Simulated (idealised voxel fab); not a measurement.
process module | voxel gate over fins
cross-section cut | 230 nm wide | cells 5 nm
A cross-section is a grid of square cells, given in bands from the top down. A band is one or more rows of cells.
Each band's line starts with the height of the band's top and of its bottom, in nm. Then come its materials from left to right, each with its width in nm. One material with "throughout" fills the band from edge to edge. "air" is empty space.
Height 0 is the level under which the wafer as received is all one material. The lowest band goes on downwards, as in "0 down".
A width such as "30 to 40" changes by the same amount from each row of cells to the next, from the band's top row to its bottom row.
"no change" after a step means that no cell of the cross-section changed.
closed voids: empty space of 8 cells or more with no open way to the top, each as width x height at its distance from the left edge, in nm
after a step's settings: what the simulator itself notes on the step
overlay nm, on a step with a mask: how far to the right of its planned place the mask lay; to the left if negative
plan
1 op RECEIVE | material Si
2 op CONFORMAL_DEP | material SiN | thk nm 5
3 op DIRECTIONAL_DEP | material aC | thk nm 15
4 op PATTERN | tone cover | mask id FINS | material resist | width nm 15 | pitch nm 45 | thk nm 30 | overlay nm 0
5 op DIRECTIONAL_ETCH | etch materials aC | depth nm 15
6 op STRIP | etch materials resist
7 op DIRECTIONAL_ETCH | etch materials SiN | depth nm 5
8 op DIRECTIONAL_ETCH | etch materials Si | depth nm 40
9 op STRIP | etch materials aC
10 op OXIDIZE | depth nm 5
11 op FILL_DEP | material SiO2 | thk nm 15
12 op CMP | height nm 5
13 op SELECTIVE_ETCH | etch materials SiO2 | depth nm 15
14 op STRIP | etch materials SiN
15 op CONFORMAL_DEP | material HfO2 | thk nm 5
16 op CONFORMAL_DEP | material TiN | thk nm 5
17 op CONFORMAL_DEP | material TiAl | thk nm 5
18 op CONFORMAL_DEP | material TiN | thk nm 5
19 op FILL_DEP | material W | thk nm 10
20 op CMP | height nm 25
21 op CONFORMAL_DEP | material SiN | thk nm 10
as received, after step 1
  0 down: Si throughout
  closed voids: none
first wafer at the end, as planned
  35 to 25: SiN throughout
  25 to 20: W throughout
  20 to 15: W 25 | TiN 180 | W 25
  15 to 10: W 25 | TiN 5 | TiAl 35 | TiN 10 | TiAl 35 | TiN 10 | TiAl 35 | TiN 10 | TiAl 35 | TiN 5 | W 25
  10 to 5: TiN 30 | TiAl 5 | TiN 25 | TiAl 5 | TiN 10 | TiAl 5 | TiN 25 | TiAl 5 | TiN 10 | TiAl 5 | TiN 25 | TiAl 5 | TiN 10 | TiAl 5 | TiN 25 | TiAl 5 | TiN 30
  5 to 0: TiAl 35 | TiN 5 | HfO2 15 | TiN 5 | TiAl 20 | TiN 5 | HfO2 15 | TiN 5 | TiAl 20 | TiN 5 | HfO2 15 | TiN 5 | TiAl 20 | TiN 5 | HfO2 15 | TiN 5 | TiAl 35
  0 to -5: TiN 40 | HfO2 5 | Si 5 | HfO2 5 | TiN 30 | HfO2 5 | Si 5 | HfO2 5 | TiN 30 | HfO2 5 | Si 5 | HfO2 5 | TiN 30 | HfO2 5 | Si 5 | HfO2 5 | TiN 40
  -5 to -10: HfO2 45 | Si 5 | HfO2 40 | Si 5 | HfO2 40 | Si 5 | HfO2 40 | Si 5 | HfO2 45
  -10 to -45: SiO2 45 | Si 5 | SiO2 40 | Si 5 | SiO2 40 | Si 5 | SiO2 40 | Si 5 | SiO2 45
  -45 down: Si throughout
  closed voids: none
second wafer at the end: like start, like plan, one mistake
  35 to 25: SiN throughout
  25 to 20: W throughout
  20 to 15: W 25 | TiN 180 | W 25
  15 to 10: W 25 | TiN 5 | TiAl 35 | TiN 10 | TiAl 35 | TiN 10 | TiAl 35 | TiN 10 | TiAl 35 | TiN 5 | W 25
  10 to 5: W 25 | TiN 5 | TiAl 5 | TiN 25 | TiAl 5 | TiN 10 | TiAl 5 | TiN 25 | TiAl 5 | TiN 10 | TiAl 5 | TiN 25 | TiAl 5 | TiN 10 | TiAl 5 | TiN 25 | TiAl 5 | TiN 5 | W 25
  5 to 0: W 25 | TiN 5 | TiAl 5 | TiN 5 | HfO2 15 | TiN 5 | TiAl 5 | TiN 10 | TiAl 5 | TiN 5 | HfO2 15 | TiN 5 | TiAl 5 | TiN 10 | TiAl 5 | TiN 5 | HfO2 15 | TiN 5 | TiAl 5 | TiN 10 | TiAl 5 | TiN 5 | HfO2 15 | TiN 5 | TiAl 5 | TiN 5 | W 25
  0 to -5: W 25 | TiN 5 | TiAl 5 | TiN 5 | HfO2 5 | Si 5 | HfO2 5 | TiN 5 | TiAl 5 | TiN 10 | TiAl 5 | TiN 5 | HfO2 5 | Si 5 | HfO2 5 | TiN 5 | TiAl 5 | TiN 10 | TiAl 5 | TiN 5 | HfO2 5 | Si 5 | HfO2 5 | TiN 5 | TiAl 5 | TiN 10 | TiAl 5 | TiN 5 | HfO2 5 | Si 5 | HfO2 5 | TiN 5 | TiAl 5 | TiN 5 | W 25
  -5 to -10: TiN 30 | TiAl 5 | TiN 5 | HfO2 5 | Si 5 | HfO2 5 | TiN 5 | TiAl 5 | TiN 10 | TiAl 5 | TiN 5 | HfO2 5 | Si 5 | HfO2 5 | TiN 5 | TiAl 5 | TiN 10 | TiAl 5 | TiN 5 | HfO2 5 | Si 5 | HfO2 5 | TiN 5 | TiAl 5 | TiN 10 | TiAl 5 | TiN 5 | HfO2 5 | Si 5 | HfO2 5 | TiN 5 | TiAl 5 | TiN 30
  -10 to -15: TiAl 35 | TiN 5 | HfO2 5 | Si 5 | HfO2 5 | TiN 5 | TiAl 20 | TiN 5 | HfO2 5 | Si 5 | HfO2 5 | TiN 5 | TiAl 20 | TiN 5 | HfO2 5 | Si 5 | HfO2 5 | TiN 5 | TiAl 20 | TiN 5 | HfO2 5 | Si 5 | HfO2 5 | TiN 5 | TiAl 35
  -15 to -20: TiN 40 | HfO2 5 | Si 5 | HfO2 5 | TiN 30 | HfO2 5 | Si 5 | HfO2 5 | TiN 30 | HfO2 5 | Si 5 | HfO2 5 | TiN 30 | HfO2 5 | Si 5 | HfO2 5 | TiN 40
  -20 to -25: HfO2 45 | Si 5 | HfO2 40 | Si 5 | HfO2 40 | Si 5 | HfO2 40 | Si 5 | HfO2 45
  -25 to -45: SiO2 45 | Si 5 | SiO2 40 | Si 5 | SiO2 40 | Si 5 | SiO2 40 | Si 5 | SiO2 45
  -45 down: Si throughout
  closed voids: none
what went wrong: step 13 was run twice
at the end the second wafer has, in cells: 24 more of HfO2 | 126 fewer of SiO2 | 24 more of TiAl | 48 more of TiN | 30 more of W
